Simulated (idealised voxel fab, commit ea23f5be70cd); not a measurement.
This is a process module. Its name is voxel self aligned vias.
Pictured: cross-section cut, 265 nm wide, on a grid of 5 nm square cells.
For the purposes of this document, a cross-section shall be understood as a grid of square cells, specified as bands listed in top-to-bottom order, each band consisting of one or more rows of cells. Basically the band line says how high the top is and how high the bottom is, in nm, and then what's in it from left to right, every material with its width in nm. Empty space shows up as "blank", and if a single material carries "all across" it runs the full band edge to edge. Where do heights start? At 0: under that level the wafer as delivered is made of one material only. And the lowest band has no floor; it just carries on downward, as in "0 nm and below". It should be noted that a width expressed as "30..40" varies in equal increments from row to row of cells within the band, taking the value of the first number at the top row and that of the second number at the bottom row. Take "no alteration" at face value: in the step it is given for, the cross-section changed in none of its cells. Entry "Closed internal cavities". Content: empty spaces with no open connection to the top, size 8 cells or greater. Each: width x height at distance. Distance: from left edge. Unit: nm. Formally, on a step line, whatever follows the settings is a remark that the simulator itself makes on the step. The setting "overlay nm" may be written on the line of a step. When the step uses a mask, the value reports how far to the right of the planned place the mask lay, and a negative value reports that it lay to the left. Reading guide: pairs of cross-sections, before and after one process step; after view cut off at lowest changed band; step and settings listed under each pair. Pairs may stem from different runs of this module on the same starting wafer; continuity with the pair above only where the "Before this step" entry states it.

**Before this step**
70 nm to 50 nm | lowk: 80, then blank: 40, then lowk: 25, then blank: 40, then lowk: 80
50 nm to 45 nm | lowk: 90, then blank: 20, then lowk: 45, then blank: 20, then lowk: 90
45 nm to 25 nm | lowk: 90, then TiN: 5, then W: 10, then TiN: 5, then lowk: 45, then TiN: 5, then W: 10, then TiN: 5, then lowk: 90
25 nm to 20 nm | lowk: 90, then TiN: 20, then lowk: 45, then TiN: 20, then lowk: 90
20 nm to 15 nm | SiCN all across
15 nm to 0 nm | SiO2 all across
0 nm and below | Si all across
Closed internal cavities: none

**Step Outcome**
85 nm to 70 nm | TiN: 95, then blank: 10, then TiN: 55, then blank: 10, then TiN: 95
70 nm to 65 nm | lowk: 80, then TiN: 15, then blank: 10, then TiN: 15, then lowk: 25, then TiN: 15, then blank: 10, then TiN: 15, then lowk: 80
65 nm to 50 nm | lowk: 80, then TiN: 40, then lowk: 25, then TiN: 40, then lowk: 80
50 nm to 45 nm | lowk: 90, then TiN: 20, then lowk: 45, then TiN: 20, then lowk: 90
Lower than 45, everything is as it was.
Closed internal cavities: none
Step that separates the before view from the after view above: CONFORMAL_DEP (material TiN; thk nm 15)

Before this step: no separate figure, the pair right above already shows it after its step.

**Step Outcome**
90 nm to 85 nm | W all across
85 nm to 70 nm | TiN: 95, then W: 10, then TiN: 55, then W: 10, then TiN: 95
70 nm to 65 nm | lowk: 80, then TiN: 15, then W: 10, then TiN: 15, then lowk: 25, then TiN: 15, then W: 10, then TiN: 15, then lowk: 80
Lower than 65, everything is as it was.
Closed internal cavities: none
Step that separates the before view from the after view above: FILL_DEP (material W; thk nm 5)

Before this step: no separate figure, the pair right above already shows it after its step.

**Step Outcome**
70 nm to 65 nm | lowk: 80, then TiN: 15, then W: 10, then TiN: 15, then lowk: 25, then TiN: 15, then W: 10, then TiN: 15, then lowk: 80
Lower than 65, everything is as it was.
Closed internal cavities: none
Step that separates the before view from the after view above: CMP (height nm 70)

Before this step: no separate figure, the pair right above already shows it after its step.

**Step Outcome**
75 nm to 70 nm | SiCN all across
Lower than 70, everything is as it was.
Closed internal cavities: none
Step that separates the before view from the after view above: CONFORMAL_DEP (material SiCN; thk nm 5)

**Before this step**
50 nm to 20 nm | lowk all across
20 nm to 15 nm | SiCN all across
15 nm to 0 nm | SiO2 all across
0 nm and below | Si all across
Closed internal cavities: none

**Step Outcome**
70 nm to 50 nm | resist: 95, then blank: 15, then resist: 50, then blank: 15, then resist: 90
Lower than 50, everything is as it was.
Closed internal cavities: none
Step that separates the before view from the after view above: PATTERN (tone open; mask id LINES; material resist; width nm 15; pitch nm 65; thk nm 20; overlay nm 0)

Before this step: no separate figure, the pair right above already shows it after its step.

**Step Outcome**
70 nm to 50 nm | resist: 95, then blank: 15, then resist: 50, then blank: 15, then resist: 90
50 nm to 20 nm | lowk: 95, then blank: 15, then lowk: 50, then blank: 15, then lowk: 90
Lower than 20, everything is as it was.
Closed internal cavities: none
Step that separates the before view from the after view above: DIRECTIONAL_ETCH (etch materials lowk; depth nm 30)

Before this step: no separate figure, the pair right above already shows it after its step.

**Step Outcome**
50 nm to 20 nm | lowk: 95, then blank: 15, then lowk: 50, then blank: 15, then lowk: 90
Lower than 20, everything is as it was.
Closed internal cavities: none
Step that separates the before view from the after view above: STRIP (etch materials resist)

Before this step: no separate figure, the pair right above already shows it after its step.

**Step Outcome**
55 nm to 50 nm | TiN: 100, then blank: 5, then TiN: 60, then blank: 5, then TiN: 95
50 nm to 25 nm | lowk: 95, then TiN: 5, then blank: 5, then TiN: 5, then lowk: 50, then TiN: 5, then blank: 5, then TiN: 5, then lowk: 90
25 nm to 20 nm | lowk: 95, then TiN: 15, then lowk: 50, then TiN: 15, then lowk: 90
Lower than 20, everything is as it was.
Closed internal cavities: none
Step that separates the before view from the after view above: CONFORMAL_DEP (material TiN; thk nm 5)

Before this step: no separate figure, the pair right above already shows it after its step.

**Step Outcome**
60 nm to 55 nm | W all across
55 nm to 50 nm | TiN: 100, then W: 5, then TiN: 60, then W: 5, then TiN: 95
50 nm to 25 nm | lowk: 95, then TiN: 5, then W: 5, then TiN: 5, then lowk: 50, then TiN: 5, then W: 5, then TiN: 5, then lowk: 90
Lower than 25, everything is as it was.
Closed internal cavities: none
Step that separates the before view from the after view above: FILL_DEP (material W; thk nm 5)

Before this step: no separate figure, the pair right above already shows it after its step.

**Step Outcome**
50 nm to 25 nm | lowk: 95, then TiN: 5, then W: 5, then TiN: 5, then lowk: 50, then TiN: 5, then W: 5, then TiN: 5, then lowk: 90
Lower than 25, everything is as it was.
Closed internal cavities: none
Step that separates the before view from the after view above: CMP (height nm 50)

Before this step: no separate figure, the pair right above already shows it after its step.

**Step Outcome**
50 nm to 45 nm | lowk: 95, then blank: 15, then lowk: 50, then blank: 15, then lowk: 90
Lower than 45, everything is as it was.
Closed internal cavities: none
Step that separates the before view from the after view above: SELECTIVE_ETCH (etch materials W Ru TiN; depth nm 5)

Before this step: no separate figure, the pair right above already shows it after its step.

**Step Outcome**
60 nm to 50 nm | SiN all across
50 nm to 45 nm | lowk: 95, then SiN: 15, then lowk: 50, then SiN: 15, then lowk: 90
Lower than 45, everything is as it was.
Closed internal cavities: none
Step that separates the before view from the after view above: FILL_DEP (material SiN; thk nm 10)

Before this step: no separate figure, the pair right above already shows it after its step.

**Step Outcome**
50 nm to 45 nm | lowk: 95, then SiN: 15, then lowk: 50, then SiN: 15, then lowk: 90
Lower than 45, everything is as it was.
Closed internal cavities: none
Step that separates the before view from the after view above: CMP (height nm 50)

Before this step: no separate figure, the pair right above already shows it after its step.

**Step Outcome**
70 nm to 50 nm | lowk all across
Lower than 50, everything is as it was.
Closed internal cavities: none
Step that separates the before view from the after view above: DIRECTIONAL_DEP (material lowk; thk nm 20)

Before this step: no separate figure, the pair right above already shows it after its step.

**Step Outcome**
80 nm to 70 nm | aC all across
Lower than 70, everything is as it was.
Closed internal cavities: none
Step that separates the before view from the after view above: DIRECTIONAL_DEP (material aC; thk nm 10)

Before this step: no separate figure, the pair right above already shows it after its step.

**Step Outcome**
110 nm to 80 nm | resist: 80, then blank: 40, then resist: 25, then blank: 40, then resist: 80
Lower than 80, everything is as it was.
Closed internal cavities: none
Step that separates the before view from the after view above: PATTERN (tone open; mask id VIAS; material resist; width nm 40; pitch nm 65; thk nm 30; overlay nm 0)

Before this step: no separate figure, the pair right above already shows it after its step.

**Step Outcome**
100 nm to 80 nm | resist: 80, then blank: 40, then resist: 25, then blank: 40, then resist: 80
80 nm to 70 nm | aC: 80, then blank: 40, then aC: 25, then blank: 40, then aC: 80
Lower than 70, everything is as it was.
Closed internal cavities: none
Step that separates the before view from the after view above: DIRECTIONAL_ETCH (etch materials aC; depth nm 10)

Before this step: no separate figure, the pair right above already shows it after its step.

**Step Outcome**
80 nm to 70 nm | aC: 80, then blank: 40, then aC: 25, then blank: 40, then aC: 80
Lower than 70, everything is as it was.
Closed internal cavities: none
Step that separates the before view from the after view above: STRIP (etch materials resist)

Before this step: no separate figure, the pair right above already shows it after its step.

**Step Outcome**
80 nm to 70 nm | aC: 80, then blank: 40, then aC: 25, then blank: 40, then aC: 80
70 nm to 50 nm | lowk: 80, then blank: 40, then lowk: 25, then blank: 40, then lowk: 80
Lower than 50, everything is as it was.
Closed internal cavities: none
Step that separates the before view from the after view above: DIRECTIONAL_ETCH (etch materials lowk; depth nm 20)

Before this step: no separate figure, the pair right above already shows it after its step.

**Step Outcome**
80 nm to 70 nm | aC: 80, then blank: 40, then aC: 25, then blank: 40, then aC: 80
70 nm to 50 nm | lowk: 80, then blank: 40, then lowk: 25, then blank: 40, then lowk: 80
50 nm to 45 nm | lowk: 95, then blank: 15, then lowk: 50, then blank: 15, then lowk: 90
Lower than 45, everything is as it was.
Closed internal cavities: none
Step that separates the before view from the after view above: DIRECTIONAL_ETCH (etch materials SiN; depth nm 5)

Before this step: no separate figure, the pair right above already shows it after its step.

**Step Outcome**
70 nm to 50 nm | lowk: 80, then blank: 40, then lowk: 25, then blank: 40, then lowk: 80
Lower than 50, everything is as it was.
Closed internal cavities: none
Step that separates the before view from the after view above: STRIP (etch materials aC)

Before this step: no separate figure, the pair right above already shows it after its step.

**Step Outcome**
75 nm to 70 nm | TiN: 85, then blank: 30, then TiN: 35, then blank: 30, then TiN: 85
70 nm to 55 nm | lowk: 80, then TiN: 5, then blank: 30, then TiN: 5, then lowk: 25, then TiN: 5, then blank: 30, then TiN: 5, then lowk: 80
55 nm to 50 nm | lowk: 80, then TiN: 20, then blank: 5, then TiN: 15, then lowk: 25, then TiN: 20, then blank: 5, then TiN: 15, then lowk: 80
50 nm to 45 nm | lowk: 95, then TiN: 15, then lowk: 50, then TiN: 15, then lowk: 90
Lower than 45, everything is as it was.
Closed internal cavities: none
Step that separates the before view from the after view above: CONFORMAL_DEP (material TiN; thk nm 5)

Before this step: no separate figure, the pair right above already shows it after its step.

**Step Outcome**
80 nm to 75 nm | W all across
75 nm to 70 nm | TiN: 85, then W: 30, then TiN: 35, then W: 30, then TiN: 85
70 nm to 55 nm | lowk: 80, then TiN: 5, then W: 30, then TiN: 5, then lowk: 25, then TiN: 5, then W: 30, then TiN: 5, then lowk: 80
55 nm to 50 nm | lowk: 80, then TiN: 20, then W: 5, then TiN: 15, then lowk: 25, then TiN: 20, then W: 5, then TiN: 15, then lowk: 80
Lower than 50, everything is as it was.
Closed internal cavities: none
Step that separates the before view from the after view above: FILL_DEP (material W; thk nm 5)

Before this step: no separate figure, the pair right above already shows it after its step.

**Step Outcome**
70 nm to 55 nm | lowk: 80, then TiN: 5, then W: 30, then TiN: 5, then lowk: 25, then TiN: 5, then W: 30, then TiN: 5, then lowk: 80
Lower than 55, everything is as it was.
Closed internal cavities: none
Step that separates the before view from the after view above: CMP (height nm 70)

Before this step: no separate figure, the pair right above already shows it after its step.

**Step Outcome**
75 nm to 70 nm | SiCN all across
Lower than 70, everything is as it was.
Closed internal cavities: none
Step that separates the before view from the after view above: CONFORMAL_DEP (material SiCN; thk nm 5)

**Before this step**
80 nm to 70 nm | aC all across
70 nm to 50 nm | lowk all across
50 nm to 45 nm | lowk: 90, then SiN: 20, then lowk: 45, then SiN: 20, then lowk: 90
45 nm to 25 nm | lowk: 90, then TiN: 5, then W: 10, then TiN: 5, then lowk: 45, then TiN: 5, then W: 10, then TiN: 5, then lowk: 90
25 nm to 20 nm | lowk: 90, then TiN: 20, then lowk: 45, then TiN: 20, then lowk: 90
20 nm to 15 nm | SiCN all across
15 nm to 0 nm | SiO2 all across
0 nm and below | Si all across
Closed internal cavities: none

**Step Outcome**
110 nm to 80 nm | resist: 85, then blank: 40, then resist: 25, then blank: 40, then resist: 75
Lower than 80, everything is as it was.
Closed internal cavities: none
Step that separates the before view from the after view above: PATTERN (tone open; mask id VIAS; material resist; width nm 40; pitch nm 65; thk nm 30; overlay nm 5)

Before this step: no separate figure, the pair right above already shows it after its step.

**Step Outcome**
100 nm to 80 nm | resist: 85, then blank: 40, then resist: 25, then blank: 40, then resist: 75
80 nm to 70 nm | aC: 85, then blank: 40, then aC: 25, then blank: 40, then aC: 75
Lower than 70, everything is as it was.
Closed internal cavities: none
Step that separates the before view from the after view above: DIRECTIONAL_ETCH (etch materials aC; depth nm 10)

Before this step: no separate figure, the pair right above already shows it after its step.

**Step Outcome**
80 nm to 70 nm | aC: 85, then blank: 40, then aC: 25, then blank: 40, then aC: 75
Lower than 70, everything is as it was.
Closed internal cavities: none
Step that separates the before view from the after view above: STRIP (etch materials resist)

Before this step: no separate figure, the pair right above already shows it after its step.

**Step Outcome**
80 nm to 70 nm | aC: 85, then blank: 40, then aC: 25, then blank: 40, then aC: 75
70 nm to 50 nm | lowk: 85, then blank: 40, then lowk: 25, then blank: 40, then lowk: 75
Lower than 50, everything is as it was.
Closed internal cavities: none
Step that separates the before view from the after view above: DIRECTIONAL_ETCH (etch materials lowk; depth nm 20)

Before this step: no separate figure, the pair right above already shows it after its step.

**Step Outcome**
80 nm to 70 nm | aC: 85, then blank: 40, then aC: 25, then blank: 40, then aC: 75
70 nm to 50 nm | lowk: 85, then blank: 40, then lowk: 25, then blank: 40, then lowk: 75
50 nm to 45 nm | lowk: 90, then blank: 20, then lowk: 45, then blank: 20, then lowk: 90
Lower than 45, everything is as it was.
Closed internal cavities: none
Step that separates the before view from the after view above: DIRECTIONAL_ETCH (etch materials SiN; depth nm 5)

Before this step: no separate figure, the pair right above already shows it after its step.

**Step Outcome**
70 nm to 50 nm | lowk: 85, then blank: 40, then lowk: 25, then blank: 40, then lowk: 75
Lower than 50, everything is as it was.
Closed internal cavities: none
Step that separates the before view from the after view above: STRIP (etch materials aC)

Before this step: no separate figure, the pair right above already shows it after its step.

**Step Outcome**
75 nm to 70 nm | TiN: 90, then blank: 30, then TiN: 35, then blank: 30, then TiN: 80
70 nm to 55 nm | lowk: 85, then TiN: 5, then blank: 30, then TiN: 5, then lowk: 25, then TiN: 5, then blank: 30, then TiN: 5, then lowk: 75
55 nm to 50 nm | lowk: 85, then TiN: 10, then blank: 10, then TiN: 20, then lowk: 25, then TiN: 10, then blank: 10, then TiN: 20, then lowk: 75
50 nm to 45 nm | lowk: 90, then TiN: 20, then lowk: 45, then TiN: 20, then lowk: 90
Lower than 45, everything is as it was.
Closed internal cavities: none
Step that separates the before view from the after view above: CONFORMAL_DEP (material TiN; thk nm 5)

Before this step: no separate figure, the pair right above already shows it after its step.

**Step Outcome**
80 nm to 75 nm | W all across
75 nm to 70 nm | TiN: 90, then W: 30, then TiN: 35, then W: 30, then TiN: 80
70 nm to 55 nm | lowk: 85, then TiN: 5, then W: 30, then TiN: 5, then lowk: 25, then TiN: 5, then W: 30, then TiN: 5, then lowk: 75
55 nm to 50 nm | lowk: 85, then TiN: 10, then W: 10, then TiN: 20, then lowk: 25, then TiN: 10, then W: 10, then TiN: 20, then lowk: 75
Lower than 50, everything is as it was.
Closed internal cavities: none
Step that separates the before view from the after view above: FILL_DEP (material W; thk nm 5)

Before this step: no separate figure, the pair right above already shows it after its step.

**Step Outcome**
70 nm to 55 nm | lowk: 85, then TiN: 5, then W: 30, then TiN: 5, then lowk: 25, then TiN: 5, then W: 30, then TiN: 5, then lowk: 75
Lower than 55, everything is as it was.
Closed internal cavities: none
Step that separates the before view from the after view above: CMP (height nm 70)

Before this step: no separate figure, the pair right above already shows it after its step.

**Step Outcome**
75 nm to 70 nm | SiCN all across
Lower than 70, everything is as it was.
Closed internal cavities: none
Step that separates the before view from the after view above: CONFORMAL_DEP (material SiCN; thk nm 5)

**Before this step**
20 nm to 15 nm | SiCN all across
15 nm to 0 nm | SiO2 all across
0 nm and below | Si all across
Closed internal cavities: none

**Step Outcome**
50 nm to 20 nm | SiN all across
Lower than 20, everything is as it was.
Closed internal cavities: none
Step that separates the before view from the after view above: DIRECTIONAL_DEP (material SiN; thk nm 30)

Before this step: no separate figure, the pair right above already shows it after its step.

**Step Outcome**
70 nm to 50 nm | resist: 90, then blank: 20, then resist: 45, then blank: 20, then resist: 90
Lower than 50, everything is as it was.
Closed internal cavities: none
Step that separates the before view from the after view above: PATTERN (tone open; mask id LINES; material resist; width nm 20; pitch nm 65; thk nm 20; overlay nm 0)

Before this step: no separate figure, the pair right above already shows it after its step.

**Step Outcome**
50 nm to 20 nm | SiN all across
Lower than 20, everything is as it was.
Closed internal cavities: none
Step that separates the before view from the after view above: STRIP (etch materials resist)

Before this step: no separate figure, the pair right above already shows it after its step.

**Step Outcome**
55 nm to 50 nm | TiN all across
Lower than 50, everything is as it was.
Closed internal cavities: none
Step that separates the before view from the after view above: CONFORMAL_DEP (material TiN; thk nm 5)

Before this step: no separate figure, the pair right above already shows it after its step.

**Step Outcome**
60 nm to 55 nm | W all across
Lower than 55, everything is as it was.
Closed internal cavities: none
Step that separates the before view from the after view above: FILL_DEP (material W; thk nm 5)

Before this step: no separate figure, the pair right above already shows it after its step.

**Step Outcome**
50 nm to 20 nm | SiN all across
Lower than 20, everything is as it was.
Closed internal cavities: none
Step that separates the before view from the after view above: CMP (height nm 50)

Before this step: no separate figure, the pair right above already shows it after its step.

**Step Outcome**
60 nm to 20 nm | SiN all across
Lower than 20, everything is as it was.
Closed internal cavities: none
Step that separates the before view from the after view above: FILL_DEP (material SiN; thk nm 10)

Before this step: no separate figure, the pair right above already shows it after its step.

**Step Outcome**
50 nm to 20 nm | SiN all across
Lower than 20, everything is as it was.
Closed internal cavities: none
Step that separates the before view from the after view above: CMP (height nm 50)

Before this step: no separate figure, the pair right above already shows it after its step.

**Step Outcome**
70 nm to 50 nm | lowk all across
Lower than 50, everything is as it was.
Closed internal cavities: none
Step that separates the before view from the after view above: DIRECTIONAL_DEP (material lowk; thk nm 20)

Before this step: no separate figure, the pair right above already shows it after its step.

**Step Outcome**
80 nm to 70 nm | aC all across
Lower than 70, everything is as it was.
Closed internal cavities: none
Step that separates the before view from the after view above: DIRECTIONAL_DEP (material aC; thk nm 10)

Before this step: no separate figure, the pair right above already shows it after its step.

**Step Outcome**
110 nm to 80 nm | resist: 80, then blank: 40, then resist: 25, then blank: 40, then resist: 80
Lower than 80, everything is as it was.
Closed internal cavities: none
Step that separates the before view from the after view above: PATTERN (tone open; mask id VIAS; material resist; width nm 40; pitch nm 65; thk nm 30; overlay nm 0)

Before this step: no separate figure, the pair right above already shows it after its step.

**Step Outcome**
100 nm to 80 nm | resist: 80, then blank: 40, then resist: 25, then blank: 40, then resist: 80
80 nm to 70 nm | aC: 80, then blank: 40, then aC: 25, then blank: 40, then aC: 80
Lower than 70, everything is as it was.
Closed internal cavities: none
Step that separates the before view from the after view above: DIRECTIONAL_ETCH (etch materials aC; depth nm 10)

Before this step: no separate figure, the pair right above already shows it after its step.

**Step Outcome**
80 nm to 70 nm | aC: 80, then blank: 40, then aC: 25, then blank: 40, then aC: 80
Lower than 70, everything is as it was.
Closed internal cavities: none
Step that separates the before view from the after view above: STRIP (etch materials resist)

Before this step: no separate figure, the pair right above already shows it after its step.

**Step Outcome**
80 nm to 70 nm | aC: 80, then blank: 40, then aC: 25, then blank: 40, then aC: 80
70 nm to 50 nm | lowk: 80, then blank: 40, then lowk: 25, then blank: 40, then lowk: 80
Lower than 50, everything is as it was.
Closed internal cavities: none
Step that separates the before view from the after view above: DIRECTIONAL_ETCH (etch materials lowk; depth nm 20)

Before this step: no separate figure, the pair right above already shows it after its step.

**Step Outcome**
80 nm to 70 nm | aC: 80, then blank: 40, then aC: 25, then blank: 40, then aC: 80
70 nm to 50 nm | lowk: 80, then blank: 40, then lowk: 25, then blank: 40, then lowk: 80
50 nm to 45 nm | SiN: 80, then blank: 40, then SiN: 25, then blank: 40, then SiN: 80
Lower than 45, everything is as it was.
Closed internal cavities: none
Step that separates the before view from the after view above: DIRECTIONAL_ETCH (etch materials SiN; depth nm 5)

Before this step: no separate figure, the pair right above already shows it after its step.

**Step Outcome**
70 nm to 50 nm | lowk: 80, then blank: 40, then lowk: 25, then blank: 40, then lowk: 80
Lower than 50, everything is as it was.
Closed internal cavities: none
Step that separates the before view from the after view above: STRIP (etch materials aC)

Before this step: no separate figure, the pair right above already shows it after its step.

**Step Outcome**
75 nm to 70 nm | TiN: 85, then blank: 30, then TiN: 35, then blank: 30, then TiN: 85
70 nm to 50 nm | lowk: 80, then TiN: 5, then blank: 30, then TiN: 5, then lowk: 25, then TiN: 5, then blank: 30, then TiN: 5, then lowk: 80
50 nm to 45 nm | SiN: 80, then TiN: 40, then SiN: 25, then TiN: 40, then SiN: 80
Lower than 45, everything is as it was.
Closed internal cavities: none
Step that separates the before view from the after view above: CONFORMAL_DEP (material TiN; thk nm 5)

Before this step: no separate figure, the pair right above already shows it after its step.

**Step Outcome**
80 nm to 75 nm | W all across
75 nm to 70 nm | TiN: 85, then W: 30, then TiN: 35, then W: 30, then TiN: 85
70 nm to 50 nm | lowk: 80, then TiN: 5, then W: 30, then TiN: 5, then lowk: 25, then TiN: 5, then W: 30, then TiN: 5, then lowk: 80
Lower than 50, everything is as it was.
Closed internal cavities: none
Step that separates the before view from the after view above: FILL_DEP (material W; thk nm 5)

Before this step: no separate figure, the pair right above already shows it after its step.

**Step Outcome**
70 nm to 50 nm | lowk: 80, then TiN: 5, then W: 30, then TiN: 5, then lowk: 25, then TiN: 5, then W: 30, then TiN: 5, then lowk: 80
Lower than 50, everything is as it was.
Closed internal cavities: none
Step that separates the before view from the after view above: CMP (height nm 70)

Before this step: no separate figure, the pair right above already shows it after its step.

**Step Outcome**
75 nm to 70 nm | SiCN all across
Lower than 70, everything is as it was.
Closed internal cavities: none
Step that separates the before view from the after view above: CONFORMAL_DEP (material SiCN; thk nm 5)

**Before this step**
50 nm to 20 nm | lowk all across
20 nm to 15 nm | SiCN all across
15 nm to 0 nm | SiO2 all across
0 nm and below | Si all across
Closed internal cavities: none

**Step Outcome**
70 nm to 50 nm | blank: 90, then resist: 20, then blank: 45, then resist: 20, then blank: 90
Lower than 50, everything is as it was.
Closed internal cavities: none
Step that separates the before view from the after view above: PATTERN (tone cover; mask id LINES; material resist; width nm 20; pitch nm 65; thk nm 20; overlay nm 0)

Before this step: no separate figure, the pair right above already shows it after its step.

**Step Outcome**
70 nm to 50 nm | blank: 90, then resist: 20, then blank: 45, then resist: 20, then blank: 90
50 nm to 20 nm | blank: 90, then lowk: 20, then blank: 45, then lowk: 20, then blank: 90
Lower than 20, everything is as it was.
Closed internal cavities: none
Step that separates the before view from the after view above: DIRECTIONAL_ETCH (etch materials lowk; depth nm 30)

Before this step: no separate figure, the pair right above already shows it after its step.

**Step Outcome**
50 nm to 20 nm | blank: 90, then lowk: 20, then blank: 45, then lowk: 20, then blank: 90
Lower than 20, everything is as it was.
Closed internal cavities: none
Step that separates the before view from the after view above: STRIP (etch materials resist)

Before this step: no separate figure, the pair right above already shows it after its step.

**Step Outcome**
55 nm to 50 nm | blank: 85, then TiN: 30, then blank: 35, then TiN: 30, then blank: 85
50 nm to 25 nm | blank: 85, then TiN: 5, then lowk: 20, then TiN: 5, then blank: 35, then TiN: 5, then lowk: 20, then TiN: 5, then blank: 85
25 nm to 20 nm | TiN: 90, then lowk: 20, then TiN: 45, then lowk: 20, then TiN: 90
Lower than 20, everything is as it was.
Closed internal cavities: none
Step that separates the before view from the after view above: CONFORMAL_DEP (material TiN; thk nm 5)

Before this step: no separate figure, the pair right above already shows it after its step.

**Step Outcome**
60 nm to 55 nm | W all across
55 nm to 50 nm | W: 85, then TiN: 30, then W: 35, then TiN: 30, then W: 85
50 nm to 25 nm | W: 85, then TiN: 5, then lowk: 20, then TiN: 5, then W: 35, then TiN: 5, then lowk: 20, then TiN: 5, then W: 85
Lower than 25, everything is as it was.
Closed internal cavities: none
Step that separates the before view from the after view above: FILL_DEP (material W; thk nm 5)

Before this step: no separate figure, the pair right above already shows it after its step.

**Step Outcome**
50 nm to 25 nm | W: 85, then TiN: 5, then lowk: 20, then TiN: 5, then W: 35, then TiN: 5, then lowk: 20, then TiN: 5, then W: 85
Lower than 25, everything is as it was.
Closed internal cavities: none
Step that separates the before view from the after view above: CMP (height nm 50)

Before this step: no separate figure, the pair right above already shows it after its step.

**Step Outcome**
50 nm to 45 nm | blank: 90, then lowk: 20, then blank: 45, then lowk: 20, then blank: 90
Lower than 45, everything is as it was.
Closed internal cavities: none
Step that separates the before view from the after view above: SELECTIVE_ETCH (etch materials W Ru TiN; depth nm 5)

Before this step: no separate figure, the pair right above already shows it after its step.

**Step Outcome**
60 nm to 50 nm | SiN all across
50 nm to 45 nm | SiN: 90, then lowk: 20, then SiN: 45, then lowk: 20, then SiN: 90
Lower than 45, everything is as it was.
Closed internal cavities: none
Step that separates the before view from the after view above: FILL_DEP (material SiN; thk nm 10)

Before this step: no separate figure, the pair right above already shows it after its step.

**Step Outcome**
50 nm to 45 nm | SiN: 90, then lowk: 20, then SiN: 45, then lowk: 20, then SiN: 90
Lower than 45, everything is as it was.
Closed internal cavities: none
Step that separates the before view from the after view above: CMP (height nm 50)

Before this step: no separate figure, the pair right above already shows it after its step.

**Step Outcome**
70 nm to 50 nm | lowk all across
Lower than 50, everything is as it was.
Closed internal cavities: none
Step that separates the before view from the after view above: DIRECTIONAL_DEP (material lowk; thk nm 20)

Before this step: no separate figure, the pair right above already shows it after its step.

**Step Outcome**
80 nm to 70 nm | aC all across
Lower than 70, everything is as it was.
Closed internal cavities: none
Step that separates the before view from the after view above: DIRECTIONAL_DEP (material aC; thk nm 10)

Before this step: no separate figure, the pair right above already shows it after its step.

**Step Outcome**
110 nm to 80 nm | resist: 80, then blank: 40, then resist: 25, then blank: 40, then resist: 80
Lower than 80, everything is as it was.
Closed internal cavities: none
Step that separates the before view from the after view above: PATTERN (tone open; mask id VIAS; material resist; width nm 40; pitch nm 65; thk nm 30; overlay nm 0)

Before this step: no separate figure, the pair right above already shows it after its step.

**Step Outcome**
100 nm to 80 nm | resist: 80, then blank: 40, then resist: 25, then blank: 40, then resist: 80
80 nm to 70 nm | aC: 80, then blank: 40, then aC: 25, then blank: 40, then aC: 80
Lower than 70, everything is as it was.
Closed internal cavities: none
Step that separates the before view from the after view above: DIRECTIONAL_ETCH (etch materials aC; depth nm 10)

Before this step: no separate figure, the pair right above already shows it after its step.

**Step Outcome**
80 nm to 70 nm | aC: 80, then blank: 40, then aC: 25, then blank: 40, then aC: 80
Lower than 70, everything is as it was.
Closed internal cavities: none
Step that separates the before view from the after view above: STRIP (etch materials resist)

Before this step: no separate figure, the pair right above already shows it after its step.

**Step Outcome**
80 nm to 70 nm | aC: 80, then blank: 40, then aC: 25, then blank: 40, then aC: 80
70 nm to 50 nm | lowk: 80, then blank: 40, then lowk: 25, then blank: 40, then lowk: 80
Lower than 50, everything is as it was.
Closed internal cavities: none
Step that separates the before view from the after view above: DIRECTIONAL_ETCH (etch materials lowk; depth nm 20)

Before this step: no separate figure, the pair right above already shows it after its step.

**Step Outcome**
80 nm to 70 nm | aC: 80, then blank: 40, then aC: 25, then blank: 40, then aC: 80
70 nm to 50 nm | lowk: 80, then blank: 40, then lowk: 25, then blank: 40, then lowk: 80
50 nm to 45 nm | SiN: 80, then blank: 10, then lowk: 20, then blank: 10, then SiN: 25, then blank: 10, then lowk: 20, then blank: 10, then SiN: 80
Lower than 45, everything is as it was.
Closed internal cavities: none
Step that separates the before view from the after view above: DIRECTIONAL_ETCH (etch materials SiN; depth nm 5)

Before this step: no separate figure, the pair right above already shows it after its step.

**Step Outcome**
70 nm to 50 nm | lowk: 80, then blank: 40, then lowk: 25, then blank: 40, then lowk: 80
Lower than 50, everything is as it was.
Closed internal cavities: none
Step that separates the before view from the after view above: STRIP (etch materials aC)

Before this step: no separate figure, the pair right above already shows it after its step.

**Step Outcome**
75 nm to 70 nm | TiN: 85, then blank: 30, then TiN: 35, then blank: 30, then TiN: 85
70 nm to 55 nm | lowk: 80, then TiN: 5, then blank: 30, then TiN: 5, then lowk: 25, then TiN: 5, then blank: 30, then TiN: 5, then lowk: 80
55 nm to 50 nm | lowk: 80, then TiN: 40, then lowk: 25, then TiN: 40, then lowk: 80
50 nm to 45 nm | SiN: 80, then TiN: 10, then lowk: 20, then TiN: 10, then SiN: 25, then TiN: 10, then lowk: 20, then TiN: 10, then SiN: 80
Lower than 45, everything is as it was.
Closed internal cavities: none
Step that separates the before view from the after view above: CONFORMAL_DEP (material TiN; thk nm 5)

Before this step: no separate figure, the pair right above already shows it after its step.

**Step Outcome**
80 nm to 75 nm | W all across
75 nm to 70 nm | TiN: 85, then W: 30, then TiN: 35, then W: 30, then TiN: 85
70 nm to 55 nm | lowk: 80, then TiN: 5, then W: 30, then TiN: 5, then lowk: 25, then TiN: 5, then W: 30, then TiN: 5, then lowk: 80
Lower than 55, everything is as it was.
Closed internal cavities: none
Step that separates the before view from the after view above: FILL_DEP (material W; thk nm 5)

Before this step: no separate figure, the pair right above already shows it after its step.

**Step Outcome**
70 nm to 55 nm | lowk: 80, then TiN: 5, then W: 30, then TiN: 5, then lowk: 25, then TiN: 5, then W: 30, then TiN: 5, then lowk: 80
Lower than 55, everything is as it was.
Closed internal cavities: none
Step that separates the before view from the after view above: CMP (height nm 70)

Before this step: no separate figure, the pair right above already shows it after its step.

**Step Outcome**
75 nm to 70 nm | SiCN all across
Lower than 70, everything is as it was.
Closed internal cavities: none
Step that separates the before view from the after view above: CONFORMAL_DEP (material SiCN; thk nm 5)
